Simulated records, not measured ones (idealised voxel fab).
process module | voxel double patterning
For reference, the cross-section in this document is cut, with width 225 nm and square cells of 5 nm.
In this document a cross-section is written as a grid of square cells. It is given as a series of bands, listed from the top down, and a band is one or more rows of cells. A band entry consists of two parts. The first gives the height of the band's top and the height of its bottom, in nm. The rest lists the band's materials from left to right, each with its width in nm. A single material labelled with the word "all across" fills the band from edge to edge, and the word "blank" marks empty space. Heights are measured from 0, the level below which the as-received wafer is all one material; the lowest band has no bottom and continues downward, written as in "z 0 and below". Per-row width for "30 to 40": begins at first number (top row of band), ends at second number (bottom row), increment between rows held constant. Any step labelled "no change occurred" changed none of the cells in the cross-section. "Sealed void listing" specifies each empty space that is not open to the top and that occupies no fewer than 8 cells, using the form width x height at distance, the distance measured from the left edge and all three quantities in nm. If you see something after the settings on a step's line, that's the simulator's own remark about that step. If you see "overlay nm" on a step's line and that step has a mask, it's telling you how far right of where it was planned the mask ended up; a negative number means it went left instead.
-- The planned process steps are enumerated hereunder
1 RECEIVE with material Si
2 CONFORMAL_DEP with material SiO2, thk nm 5
3 DIRECTIONAL_DEP with material W, thk nm 20
4 DIRECTIONAL_DEP with material SiCN, thk nm 10
5 DIRECTIONAL_DEP with material aC, thk nm 15
6 PATTERN with tone open, mask id FIRST, material resist, width nm 15, pitch nm 50, thk nm 35, overlay nm 0
7 DIRECTIONAL_ETCH with etch materials aC, depth nm 15
8 STRIP with etch materials resist
9 DIRECTIONAL_ETCH with etch materials SiCN, depth nm 10
10 STRIP with etch materials aC
11 DIRECTIONAL_DEP with material aC, thk nm 10
12 PATTERN with tone open, mask id SECOND, material resist, width nm 15, thk nm 25, overlay nm 0
13 DIRECTIONAL_ETCH with etch materials aC, depth nm 10
14 STRIP with etch materials resist
15 DIRECTIONAL_ETCH with etch materials SiCN, depth nm 10
16 STRIP with etch materials aC
17 DIRECTIONAL_ETCH with etch materials W, depth nm 20
18 STRIP with etch materials SiCN
-- First of two wafers - as planned
-- Cross-section of the wafer upon arrival, representing the state reached after step 1
    z 0 and below: Si all across
    Sealed void listing: none
-- Wafer section view after processing step 2
    z 5 to 0: SiO2 all across
    Note: structure below 0 unchanged.
-- Wafer section view after processing step 3
    z 25 to 5: W all across
    Note: structure below 5 unchanged.
-- Wafer section view after processing step 4
    z 35 to 25: SiCN all across
    Note: structure below 25 unchanged.
-- Wafer section view after processing step 5
    z 50 to 35: aC all across
    Note: structure below 35 unchanged.
-- Wafer section view after processing step 6
    z 85 to 50: resist=80; blank=15; resist=35; blank=15; resist=80
    Note: structure below 50 unchanged.
-- Wafer section view after processing step 7
    z 70 to 50: resist=80; blank=15; resist=35; blank=15; resist=80
    z 50 to 35: aC=80; blank=15; aC=35; blank=15; aC=80
    Note: structure below 35 unchanged.
-- Wafer section view after processing step 8
    z 50 to 35: aC=80; blank=15; aC=35; blank=15; aC=80
    Note: structure below 35 unchanged.
-- Wafer section view after processing step 9
    z 50 to 35: aC=80; blank=15; aC=35; blank=15; aC=80
    z 35 to 25: SiCN=80; blank=15; SiCN=35; blank=15; SiCN=80
    Note: structure below 25 unchanged.
-- Wafer section view after processing step 10
    z 35 to 25: SiCN=80; blank=15; SiCN=35; blank=15; SiCN=80
    Note: structure below 25 unchanged.
-- Wafer section view after processing step 11
    z 45 to 35: aC=80; blank=15; aC=35; blank=15; aC=80
    z 35 to 25: SiCN=80; aC=15; SiCN=35; aC=15; SiCN=80
    Note: structure below 25 unchanged.
-- Wafer section view after processing step 12
    z 70 to 45: resist=105; blank=15; resist=105
    z 45 to 35: aC=80; resist=15; aC=35; resist=15; aC=80
    Note: structure below 35 unchanged.
-- Wafer section view after processing step 13
    z 60 to 45: resist=105; blank=15; resist=105
    z 45 to 35: aC=80; resist=15; aC=10; blank=15; aC=10; resist=15; aC=80
    Note: structure below 35 unchanged.
-- Wafer section view after processing step 14
    z 45 to 35: aC=80; blank=15; aC=10; blank=15; aC=10; blank=15; aC=80
    Note: structure below 35 unchanged.
-- Wafer section view after processing step 15
    z 45 to 35: aC=80; blank=15; aC=10; blank=15; aC=10; blank=15; aC=80
    z 35 to 25: SiCN=80; aC=15; SiCN=10; blank=15; SiCN=10; aC=15; SiCN=80
    Note: structure below 25 unchanged.
-- Wafer section view after processing step 16
    z 35 to 25: SiCN=80; blank=15; SiCN=10; blank=15; SiCN=10; blank=15; SiCN=80
    Note: structure below 25 unchanged.
-- Wafer section view after processing step 17
    z 35 to 25: SiCN=80; blank=15; SiCN=10; blank=15; SiCN=10; blank=15; SiCN=80
    z 25 to 5: W=80; blank=15; W=10; blank=15; W=10; blank=15; W=80
    Note: structure below 5 unchanged.
-- Wafer section view after processing step 18
    z 25 to 5: W=80; blank=15; W=10; blank=15; W=10; blank=15; W=80
    Note: structure below 5 unchanged.
-- The second wafer: identical to the first at the outset and in its planned sequence, differing only in that one mistake was made during processing; up to and including step 3, its path is the first wafer's path
-- Look at the second wafer in cross-section at the time step 4 ought to have finished
    z 35 to 25: SiO2 all across
    Note: structure below 25 unchanged.
-- Look at the second wafer in cross-section at the time step 5 ought to have finished
    z 50 to 35: aC all across
    Note: structure below 35 unchanged.
-- Look at the second wafer in cross-section at the time step 6 ought to have finished
    z 85 to 50: resist=80; blank=15; resist=35; blank=15; resist=80
    Note: structure below 50 unchanged.
-- Look at the second wafer in cross-section at the time step 7 ought to have finished
    z 70 to 50: resist=80; blank=15; resist=35; blank=15; resist=80
    z 50 to 35: aC=80; blank=15; aC=35; blank=15; aC=80
    Note: structure below 35 unchanged.
-- Look at the second wafer in cross-section at the time step 8 ought to have finished
    z 50 to 35: aC=80; blank=15; aC=35; blank=15; aC=80
    Note: structure below 35 unchanged.
Look at the second wafer in cross-section at the time step 9 ought to have finished: no change occurred
-- Look at the second wafer in cross-section at the time step 10 ought to have finished
    z 35 to 25: SiO2 all across
    Note: structure below 25 unchanged.
-- Look at the second wafer in cross-section at the time step 11 ought to have finished
    z 45 to 35: aC all across
    Note: structure below 35 unchanged.
-- Look at the second wafer in cross-section at the time step 12 ought to have finished
    z 70 to 45: resist=105; blank=15; resist=105
    Note: structure below 45 unchanged.
-- Look at the second wafer in cross-section at the time step 13 ought to have finished
    z 60 to 45: resist=105; blank=15; resist=105
    z 45 to 35: aC=105; blank=15; aC=105
    Note: structure below 35 unchanged.
-- Look at the second wafer in cross-section at the time step 14 ought to have finished
    z 45 to 35: aC=105; blank=15; aC=105
    Note: structure below 35 unchanged.
Look at the second wafer in cross-section at the time step 15 ought to have finished: no change occurred
-- Look at the second wafer in cross-section at the time step 16 ought to have finished
    z 35 to 25: SiO2 all across
    Note: structure below 25 unchanged.
Look at the second wafer in cross-section at the time step 17 ought to have finished: no change occurred
Look at the second wafer in cross-section at the time step 18 ought to have finished: no change occurred
Here's what went sideways: contrary to plan, step 4 was performed as DIRECTIONAL_DEP with material SiO2, thk nm 10
The second wafer ends with more or fewer cells of some materials than the first, per final count: SiO2 +90; W +36
